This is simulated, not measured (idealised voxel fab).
Presented below is a process module, voxel ribs on slabs.
The cross-section shown here is cut; it is 285 nm wide and divided into square cells measuring 5 nm on a side.
Cross-section, as written here: a square-cell grid given band by band from the top down, where a band holds one or more rows of cells. In this notation a band is specified by the heights of its top and bottom, in that order and in nm, after which its materials appear from left to right, each paired with its width in nm. The word "all across" attached to a single material means that material fills the band from edge to edge; the word "blank" stands for empty space. Height reference: 0 = level under which incoming wafer is all one material. Lowest band: no bottom, runs on downward, e.g. "0 down". With a width like "30..40", each row of cells in the band differs from the next by the same amount, the top row carrying the first number and the bottom row the second. Where the words "no change" appear for a step, the cross-section shows no cell changed by that step; every cell remained as before. You'll see "Closed cavity list" listing empty spaces that have no way open to the top, as long as they're 8 cells or more; the notation is width x height at distance, where the distance is from the left edge, and all of it is in nm. Whatever follows a step's settings on its line is a remark the simulator itself makes about that step. Steps that use a mask can have "overlay nm" on their line. It says how far the mask sat to the right of where it was meant to be. Negative means to the left.

Process steps (planned)
step 1: RECEIVE (material Si)
step 2: DIRECTIONAL_DEP (material SiO2; thk nm 20)
step 3: DIRECTIONAL_DEP (material polySi; thk nm 25)
step 4: PATTERN (tone cover; mask id RIB; material resist; width nm 30; thk nm 20; overlay nm 0)
step 5: DIRECTIONAL_ETCH (etch materials polySi; depth nm 5)
step 6: STRIP (etch materials resist)
step 7: PATTERN (tone cover; mask id SLAB; material resist; width nm 60; thk nm 15; overlay nm 0)
step 8: DIRECTIONAL_ETCH (etch materials polySi; depth nm 20)
step 9: STRIP (etch materials resist)
step 10: FILL_DEP (material SiO2; thk nm 30)
step 11: CMP (height nm 65)
step 12: DIRECTIONAL_DEP (material W; thk nm 10)
step 13: PATTERN (tone cover; mask id HEATER; material resist; width nm 40; thk nm 15; overlay nm 0)
step 14: DIRECTIONAL_ETCH (etch materials W; depth nm 10)
step 15: STRIP (etch materials resist)
step 16: CONFORMAL_DEP (material SiN; thk nm 5)

What follows covers the first of two wafers; it ran as planned

So this is the incoming wafer in cross-section - it's already been through step 1
  0 down  Si all across
  Closed cavity list: none

Once step 2 is through, the wafer looks like this in cross-section
  20 to 0  SiO2 all across
  Everything under 0 stays put, no change at all.

Once step 3 is through, the wafer looks like this in cross-section
  45 to 20  polySi all across
  Everything under 20 stays put, no change at all.

Once step 4 is through, the wafer looks like this in cross-section
  65 to 45  125 blank / 30 resist / 130 blank
  Everything under 45 stays put, no change at all.

Once step 5 is through, the wafer looks like this in cross-section
  65 to 45  125 blank / 30 resist / 130 blank
  45 to 40  125 blank / 30 polySi / 130 blank
  Everything under 40 stays put, no change at all.

Once step 6 is through, the wafer looks like this in cross-section
  45 to 40  125 blank / 30 polySi / 130 blank
  Everything under 40 stays put, no change at all.

Once step 7 is through, the wafer looks like this in cross-section
  60 to 45  110 blank / 60 resist / 115 blank
  45 to 40  110 blank / 15 resist / 30 polySi / 15 resist / 115 blank
  Everything under 40 stays put, no change at all.

Once step 8 is through, the wafer looks like this in cross-section
  60 to 45  110 blank / 60 resist / 115 blank
  45 to 40  110 blank / 15 resist / 30 polySi / 15 resist / 115 blank
  40 to 20  110 blank / 60 polySi / 115 blank
  Everything under 20 stays put, no change at all.

Once step 9 is through, the wafer looks like this in cross-section
  45 to 40  125 blank / 30 polySi / 130 blank
  Everything under 40 stays put, no change at all.

Once step 10 is through, the wafer looks like this in cross-section
  75 to 45  SiO2 all across
  45 to 40  125 SiO2 / 30 polySi / 130 SiO2
  40 to 20  110 SiO2 / 60 polySi / 115 SiO2
  Everything under 20 stays put, no change at all.

Once step 11 is through, the wafer looks like this in cross-section
  65 to 45  SiO2 all across
  Everything under 45 stays put, no change at all.

Once step 12 is through, the wafer looks like this in cross-section
  75 to 65  W all across
  Everything under 65 stays put, no change at all.

Once step 13 is through, the wafer looks like this in cross-section
  90 to 75  120 blank / 40 resist / 125 blank
  Everything under 75 stays put, no change at all.

Once step 14 is through, the wafer looks like this in cross-section
  90 to 75  120 blank / 40 resist / 125 blank
  75 to 65  120 blank / 40 W / 125 blank
  Everything under 65 stays put, no change at all.

Once step 15 is through, the wafer looks like this in cross-section
  75 to 65  120 blank / 40 W / 125 blank
  Everything under 65 stays put, no change at all.

Once step 16 is through, the wafer looks like this in cross-section
  80 to 75  115 blank / 50 SiN / 120 blank
  75 to 70  115 blank / 5 SiN / 40 W / 5 SiN / 120 blank
  70 to 65  120 SiN / 40 W / 125 SiN
  Everything under 65 stays put, no change at all.

It is to be noted that the second wafer proceeded from the same initial state and according to the same plan as the first, although one mistake was committed in its execution; through step 9, inclusive, the two wafers share an identical history

The second wafer in cross-section, at the planned close of step 10
  75 to 45  W all across
  45 to 40  125 W / 30 polySi / 130 W
  40 to 20  110 W / 60 polySi / 115 W
  Everything under 20 stays put, no change at all.

The second wafer in cross-section, at the planned close of step 11
  65 to 45  W all across
  Everything under 45 stays put, no change at all.

The second wafer in cross-section, at the planned close of step 12
  75 to 45  W all across
  Everything under 45 stays put, no change at all.

The second wafer in cross-section, at the planned close of step 13
  90 to 75  120 blank / 40 resist / 125 blank
  Everything under 75 stays put, no change at all.

The second wafer in cross-section, at the planned close of step 14
  90 to 75  120 blank / 40 resist / 125 blank
  75 to 65  120 blank / 40 W / 125 blank
  Everything under 65 stays put, no change at all.

The second wafer in cross-section, at the planned close of step 15
  75 to 65  120 blank / 40 W / 125 blank
  Everything under 65 stays put, no change at all.

The second wafer in cross-section, at the planned close of step 16
  80 to 75  115 blank / 50 SiN / 120 blank
  75 to 70  115 blank / 5 SiN / 40 W / 5 SiN / 120 blank
  70 to 65  120 SiN / 40 W / 125 SiN
  Everything under 65 stays put, no change at all.
What was done differently from what was planned? contrary to plan, step 10 was performed as FILL_DEP (material W; thk nm 30)
At the finish, the second wafer shows more or fewer cells for some materials than the first does: 459 fewer of SiO2, 459 more of W
